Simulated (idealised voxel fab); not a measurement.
process module | voxel transistor to metal
cross-section cut | 210 nm wide | cells 5 nm
A cross-section is a grid of square cells, given in bands from the top down. A band is one or more rows of cells.
Each band's line starts with the height of the band's top and of its bottom, in nm. Then come its materials from left to right, each with its width in nm. One material with "throughout" fills the band from edge to edge. "air" is empty space.
Height 0 is the level under which the wafer as received is all one material. The lowest band goes on downwards, as in "0 down".
A width such as "30 to 40" changes by the same amount from each row of cells to the next, from the band's top row to its bottom row.
"no change" after a step means that no cell of the cross-section changed.
closed voids: empty space of 8 cells or more with no open way to the top, each as width x height at its distance from the left edge, in nm
after a step's settings: what the simulator itself notes on the step
overlay nm, on a step with a mask: how far to the right of its planned place the mask lay; to the left if negative
plan
1 op RECEIVE | material Si
2 op OXIDIZE | depth nm 5
3 op CONFORMAL_DEP | material SiN | thk nm 10
4 op DIRECTIONAL_DEP | material aC | thk nm 10
5 op PATTERN | tone cover | mask id ACTIVE | material resist | width nm 85 | thk nm 30 | overlay nm 0
6 op DIRECTIONAL_ETCH | etch materials aC | depth nm 10
7 op STRIP | etch materials resist
8 op DIRECTIONAL_ETCH | etch materials SiN | depth nm 10
9 op DIRECTIONAL_ETCH | etch materials SiO2 | depth nm 5
10 op DIRECTIONAL_ETCH | etch materials Si | depth nm 25
11 op STRIP | etch materials aC
12 op OXIDIZE | depth nm 5
13 op FILL_DEP | material SiO2 | thk nm 15
14 op CMP | height nm 10
15 op SELECTIVE_ETCH | etch materials SiO2 | depth nm 5
16 op STRIP | etch materials SiN
17 op SELECTIVE_ETCH | etch materials SiO2 | depth nm 5
18 op OXIDIZE | depth nm 5
19 op DIRECTIONAL_DEP | material polySi | thk nm 25
20 op DIRECTIONAL_DEP | material SiCN | thk nm 10
21 op DIRECTIONAL_DEP | material aC | thk nm 15
22 op PATTERN | tone cover | mask id GATE | material resist | width nm 15 | thk nm 35 | overlay nm 0
23 op DIRECTIONAL_ETCH | etch materials aC | depth nm 15
24 op STRIP | etch materials resist
25 op DIRECTIONAL_ETCH | etch materials SiCN | depth nm 20
26 op DIRECTIONAL_ETCH | etch materials polySi | depth nm 35
27 op STRIP | etch materials aC
28 op CONFORMAL_DEP | material SiO2 | thk nm 5
29 op DIRECTIONAL_ETCH | etch materials SiO2 | depth nm 5
30 op CONFORMAL_DEP | material SiN | thk nm 5
31 op DIRECTIONAL_ETCH | etch materials SiN | depth nm 5
32 op DIRECTIONAL_ETCH | etch materials SiO2 | depth nm 5
33 op EPI | material pSi | thk nm 5
34 op FILL_DEP | material SiO2 | thk nm 10
35 op CMP | height nm 30
36 op DIRECTIONAL_DEP | material SiO2 | thk nm 15
37 op PATTERN | tone open | mask id CONTACT | material resist | width nm 15 | pitch nm 50 | thk nm 20 | overlay nm 0
38 op DIRECTIONAL_ETCH | etch materials SiO2 | depth nm 50
39 op STRIP | etch materials resist
40 op CONFORMAL_DEP | material TiN | thk nm 5
41 op FILL_DEP | material W | thk nm 5
42 op CMP | height nm 45
43 op CONFORMAL_DEP | material SiN | thk nm 5
44 op DIRECTIONAL_DEP | material lowk | thk nm 25
45 op DIRECTIONAL_DEP | material aC | thk nm 10
46 op PATTERN | tone open | mask id METAL_1 | material resist | width nm 15 | pitch nm 60 | thk nm 25 | overlay nm 0
47 op DIRECTIONAL_ETCH | etch materials aC | depth nm 10
48 op STRIP | etch materials resist
49 op DIRECTIONAL_ETCH | etch materials lowk | depth nm 25
50 op DIRECTIONAL_ETCH | etch materials SiN | depth nm 5
51 op STRIP | etch materials aC
52 op CONFORMAL_DEP | material TiN | thk nm 5
53 op FILL_DEP | material W | thk nm 10
54 op CMP | height nm 75
55 op CONFORMAL_DEP | material SiCN | thk nm 5
56 op DIRECTIONAL_DEP | material lowk | thk nm 35
57 op PATTERN | tone open | mask id METAL_2 | material resist | width nm 15 | pitch nm 60 | thk nm 20 | overlay nm 0
58 op DIRECTIONAL_ETCH | etch materials lowk | depth nm 20
59 op STRIP | etch materials resist
60 op PATTERN | tone open | mask id METAL_2_HOLES | material resist | width nm 15 | pitch nm 60 | thk nm 15 | overlay nm 0
61 op DIRECTIONAL_ETCH | etch materials lowk | depth nm 15
62 op DIRECTIONAL_ETCH | etch materials SiCN | depth nm 5
63 op STRIP | etch materials resist
64 op CONFORMAL_DEP | material TiN | thk nm 5
65 op FILL_DEP | material Cu | thk nm 5
66 op CMP | height nm 115
67 op CONFORMAL_DEP | material SiN | thk nm 5
varied across the wafers: width nm of step 37. The plan shows the first wafer's value. All wafers start alike
first wafer as received, after step 1
  0 down: Si throughout
  closed voids: none
each wafer at the end: cells of each material gained (+) or lost (-) since it was received, then its closed voids
width nm 15 | +14 Cu | -219 Si | +42 SiCN | +94 SiN | +492 SiO2 | +102 TiN | +28 W | +432 lowk | +8 pSi | +15 polySi | closed voids: none
width nm 20 | +14 Cu | -219 Si | +42 SiCN | +94 SiN | +479 SiO2 | +104 TiN | +39 W | +432 lowk | +8 pSi | +15 polySi | closed voids: none
width nm 25 | +14 Cu | -219 Si | +42 SiCN | +94 SiN | +466 SiO2 | +106 TiN | +50 W | +432 lowk | +8 pSi | +15 polySi | closed voids: none
width nm 30 | +14 Cu | -219 Si | +42 SiCN | +94 SiN | +447 SiO2 | +115 TiN | +60 W | +432 lowk | +8 pSi | +15 polySi | closed voids: none
width nm 35 | +14 Cu | -219 Si | +42 SiCN | +94 SiN | +428 SiO2 | +124 TiN | +70 W | +432 lowk | +8 pSi | +15 polySi | closed voids: none
